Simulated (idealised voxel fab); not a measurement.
The process module presented herein is designated voxel ribs on slabs.
cross-section cut | 225 nm wide | cells 5 nm
Cross-sections here: square-cell grids, written as top-down lists of bands, a band being one or more rows of cells.
Band: top and bottom heights (nm) first, top before bottom; then materials from left to right, widths in nm. "full width" marks a sole material filling the band edge to edge. "empty" denotes empty space.
Counting heights begins at 0, where everything beneath is, in the wafer as received, one material. The lowest band has no bottom; it goes on downwards, as "0 nm and below" shows.
When a width is written as two numbers, as in "30 to 40", the first number is the width in the top row of cells of the band and the second is the width in its bottom row, and the width changes by the same amount from each row to the next.
What does "identical to before" mean for a step? It means no cell of the cross-section changed in that step.
The label "Non-vented voids" introduces a list of the empty spaces, 8 cells or larger, that have no open way up to the top; each entry in it reads width x height at distance, where the distance is taken from the left edge and all three are stated in nm.
Past the settings on a step's line: simulator remark, on that step.
On any step carrying a mask, the "overlay nm" setting, if present on the step's line, tells how far right of its planned place the mask lay; negative values point to the left.

This section lists the process steps that were planned
step 1: op RECEIVE | material Si
step 2: op DIRECTIONAL_DEP | material SiO2 | thk nm 25
step 3: op DIRECTIONAL_DEP | material polySi | thk nm 20
step 4: op PATTERN | tone cover | mask id RIB | material resist | width nm 15 | thk nm 20 | overlay nm 0
step 5: op DIRECTIONAL_ETCH | etch materials polySi | depth nm 15
step 6: op STRIP | etch materials resist
step 7: op MASKED_ETCH | tone cover | mask id SLAB | width nm 65 | etch materials polySi | depth nm 5 | overlay nm 0
step 8: op FILL_DEP | material SiO2 | thk nm 20
step 9: op CMP | height nm 55
step 10: op DIRECTIONAL_DEP | material W | thk nm 10
step 11: op PATTERN | tone cover | mask id HEATER | material resist | width nm 25 | thk nm 15 | overlay nm 0
step 12: op DIRECTIONAL_ETCH | etch materials W | depth nm 10
step 13: op STRIP | etch materials resist
step 14: op CONFORMAL_DEP | material SiN | thk nm 10

The first of the two wafers, which ran as planned

Wafer at receipt (post step 1), cross-section
- 0 nm and below  Si full width
- Non-vented voids: none

Step 2 complete: cross-section through the wafer
- 25 nm to 0 nm  SiO2 full width
- All layers under 0 are left as they were.

Step 3 complete: cross-section through the wafer
- 45 nm to 25 nm  polySi full width
- All layers under 25 are left as they were.

Step 4 complete: cross-section through the wafer
- 65 nm to 45 nm  empty (105)  resist (15)  empty (105)
- All layers under 45 are left as they were.

Step 5 complete: cross-section through the wafer
- 65 nm to 45 nm  empty (105)  resist (15)  empty (105)
- 45 nm to 30 nm  empty (105)  polySi (15)  empty (105)
- All layers under 30 are left as they were.

Step 6 complete: cross-section through the wafer
- 45 nm to 30 nm  empty (105)  polySi (15)  empty (105)
- All layers under 30 are left as they were.

Step 7 complete: cross-section through the wafer
- 45 nm to 30 nm  empty (105)  polySi (15)  empty (105)
- 30 nm to 25 nm  empty (80)  polySi (65)  empty (80)
- All layers under 25 are left as they were.

Step 8 complete: cross-section through the wafer
- 65 nm to 45 nm  SiO2 full width
- 45 nm to 30 nm  SiO2 (105)  polySi (15)  SiO2 (105)
- 30 nm to 25 nm  SiO2 (80)  polySi (65)  SiO2 (80)
- All layers under 25 are left as they were.

Step 9 complete: cross-section through the wafer
- 55 nm to 45 nm  SiO2 full width
- All layers under 45 are left as they were.

Step 10 complete: cross-section through the wafer
- 65 nm to 55 nm  W full width
- All layers under 55 are left as they were.

Step 11 complete: cross-section through the wafer
- 80 nm to 65 nm  empty (100)  resist (25)  empty (100)
- All layers under 65 are left as they were.

Step 12 complete: cross-section through the wafer
- 80 nm to 65 nm  empty (100)  resist (25)  empty (100)
- 65 nm to 55 nm  empty (100)  W (25)  empty (100)
- All layers under 55 are left as they were.

Step 13 complete: cross-section through the wafer
- 65 nm to 55 nm  empty (100)  W (25)  empty (100)
- All layers under 55 are left as they were.

Step 14 complete: cross-section through the wafer
- 75 nm to 65 nm  empty (90)  SiN (45)  empty (90)
- 65 nm to 55 nm  SiN (100)  W (25)  SiN (100)
- All layers under 55 are left as they were.

Second Wafer (Identical Start and Plan, One Processing Error; Matches First Wafer Through Step 8)

X-section, second wafer, when step 9 was due to finish
- 45 nm to 30 nm  SiO2 (105)  polySi (15)  SiO2 (105)
- All layers under 30 are left as they were.

X-section, second wafer, when step 10 was due to finish
- 55 nm to 45 nm  W full width
- All layers under 45 are left as they were.

X-section, second wafer, when step 11 was due to finish
- 70 nm to 55 nm  empty (100)  resist (25)  empty (100)
- All layers under 55 are left as they were.

X-section, second wafer, when step 12 was due to finish
- 70 nm to 55 nm  empty (100)  resist (25)  empty (100)
- 55 nm to 45 nm  empty (100)  W (25)  empty (100)
- All layers under 45 are left as they were.

X-section, second wafer, when step 13 was due to finish
- 55 nm to 45 nm  empty (100)  W (25)  empty (100)
- All layers under 45 are left as they were.

X-section, second wafer, when step 14 was due to finish
- 65 nm to 55 nm  empty (90)  SiN (45)  empty (90)
- 55 nm to 45 nm  SiN (100)  W (25)  SiN (100)
- All layers under 45 are left as they were.
So what did we get wrong on this run? step 9 deviated from plan and actually ran as op CMP | height nm 45
The second wafer ends with more or fewer cells of some materials than the first, per final count: 90 fewer of SiO2
